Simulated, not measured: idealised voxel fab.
This is a process module. Its name is voxel tone inversion.
Section shown: cut. Width: 270 nm. Cell size: 5 nm, square.
Bands, listed from the top down, are how a cross-section gets written in this document; the cross-section itself is a grid of square cells, and a band is one or more rows of them.
Band: top height; bottom height; in nm. Then, left to right: material with width in nm, for each material. "everywhere": a single material spanning edge to edge. "air": empty space.
Convention: height 0 is the level below which the wafer, as received, is all one material. The lowest band does not terminate at the bottom but continues downward, represented as "top 0, no bottom".
Per-row width for "30 to 40": begins at first number (top row of band), ends at second number (bottom row), increment between rows held constant.
The designation "same as before", where it is given for a processing step, indicates that no cell of the cross-section was altered in the course of that step.
Reported under the label "Trapped voids" are the empty spaces having no open way to the top and comprising 8 cells or more; the notation for each is width x height at distance, in which the distance is measured from the left edge and all three values are in nm.
Whatever follows a step's settings on its line is a remark the simulator itself makes about that step.
If you see "overlay nm" on a step's line and that step has a mask, it's telling you how far right of where it was planned the mask ended up; a negative number means it went left instead.
Planned step list for the process:
1,RECEIVE with material Si
2,CONFORMAL_DEP with material SiCN, thk nm 5
3,DIRECTIONAL_DEP with material polySi, thk nm 15
4,PATTERN with tone cover, mask id POSTS, material resist, width nm 25, pitch nm 45, thk nm 25, overlay nm 0
5,DIRECTIONAL_ETCH with etch materials polySi, depth nm 15
6,STRIP with etch materials resist
7,FILL_DEP with material lowk, thk nm 5
8,CMP with height nm 20
9,STRIP with etch materials polySi
Of two wafers, the first: run according to plan:
Here's what the wafer looked like in cross-section when it arrived - that's after step 1:
* top 0, no bottom: Si everywhere
* Trapped voids: none
Cross-sectional representation of the wafer at the conclusion of step 2:
* top 5, bottom 0: SiCN everywhere
* Everything under 0 stays put, no change at all.
Cross-sectional representation of the wafer at the conclusion of step 3:
* top 20, bottom 5: polySi everywhere
* Everything under 5 stays put, no change at all.
Cross-sectional representation of the wafer at the conclusion of step 4:
* top 45, bottom 20: air 75 nm / resist 25 nm / air 20 nm / resist 25 nm / air 20 nm / resist 25 nm / air 80 nm
* Everything under 20 stays put, no change at all.
Cross-sectional representation of the wafer at the conclusion of step 5:
* top 45, bottom 20: air 75 nm / resist 25 nm / air 20 nm / resist 25 nm / air 20 nm / resist 25 nm / air 80 nm
* top 20, bottom 5: air 75 nm / polySi 25 nm / air 20 nm / polySi 25 nm / air 20 nm / polySi 25 nm / air 80 nm
* Everything under 5 stays put, no change at all.
Cross-sectional representation of the wafer at the conclusion of step 6:
* top 20, bottom 5: air 75 nm / polySi 25 nm / air 20 nm / polySi 25 nm / air 20 nm / polySi 25 nm / air 80 nm
* Everything under 5 stays put, no change at all.
Cross-sectional representation of the wafer at the conclusion of step 7:
* top 25, bottom 20: lowk everywhere
* top 20, bottom 5: lowk 75 nm / polySi 25 nm / lowk 20 nm / polySi 25 nm / lowk 20 nm / polySi 25 nm / lowk 80 nm
* Everything under 5 stays put, no change at all.
Cross-sectional representation of the wafer at the conclusion of step 8:
* top 20, bottom 5: lowk 75 nm / polySi 25 nm / lowk 20 nm / polySi 25 nm / lowk 20 nm / polySi 25 nm / lowk 80 nm
* Everything under 5 stays put, no change at all.
Cross-sectional representation of the wafer at the conclusion of step 9:
* top 20, bottom 5: lowk 75 nm / air 25 nm / lowk 20 nm / air 25 nm / lowk 20 nm / air 25 nm / lowk 80 nm
* Everything under 5 stays put, no change at all.
Wafer two of two - same starting point, same process plan, one mistake in execution; matches wafer one up to and including step 3:
The second wafer cut through, at the time step 4 was supposed to be finished:
* top 45, bottom 20: resist 75 nm / air 25 nm / resist 20 nm / air 25 nm / resist 20 nm / air 25 nm / resist 80 nm
* Everything under 20 stays put, no change at all.
The second wafer cut through, at the time step 5 was supposed to be finished:
* top 45, bottom 20: resist 75 nm / air 25 nm / resist 20 nm / air 25 nm / resist 20 nm / air 25 nm / resist 80 nm
* top 20, bottom 5: polySi 75 nm / air 25 nm / polySi 20 nm / air 25 nm / polySi 20 nm / air 25 nm / polySi 80 nm
* Everything under 5 stays put, no change at all.
The second wafer cut through, at the time step 6 was supposed to be finished:
* top 20, bottom 5: polySi 75 nm / air 25 nm / polySi 20 nm / air 25 nm / polySi 20 nm / air 25 nm / polySi 80 nm
* Everything under 5 stays put, no change at all.
The second wafer cut through, at the time step 7 was supposed to be finished:
* top 25, bottom 20: lowk everywhere
* top 20, bottom 5: polySi 75 nm / lowk 25 nm / polySi 20 nm / lowk 25 nm / polySi 20 nm / lowk 25 nm / polySi 80 nm
* Everything under 5 stays put, no change at all.
The second wafer cut through, at the time step 8 was supposed to be finished:
* top 20, bottom 5: polySi 75 nm / lowk 25 nm / polySi 20 nm / lowk 25 nm / polySi 20 nm / lowk 25 nm / polySi 80 nm
* Everything under 5 stays put, no change at all.
The second wafer cut through, at the time step 9 was supposed to be finished:
* top 20, bottom 5: air 75 nm / lowk 25 nm / air 20 nm / lowk 25 nm / air 20 nm / lowk 25 nm / air 80 nm
* Everything under 5 stays put, no change at all.
What was done differently from what was planned? step 4 was run on a setting that differed from the plan, and what really ran there is PATTERN with tone open, mask id POSTS, material resist, width nm 25, pitch nm 45, thk nm 25, overlay nm 0
Final wafer comparison in cells, second versus first, more or fewer per material: lowk -72
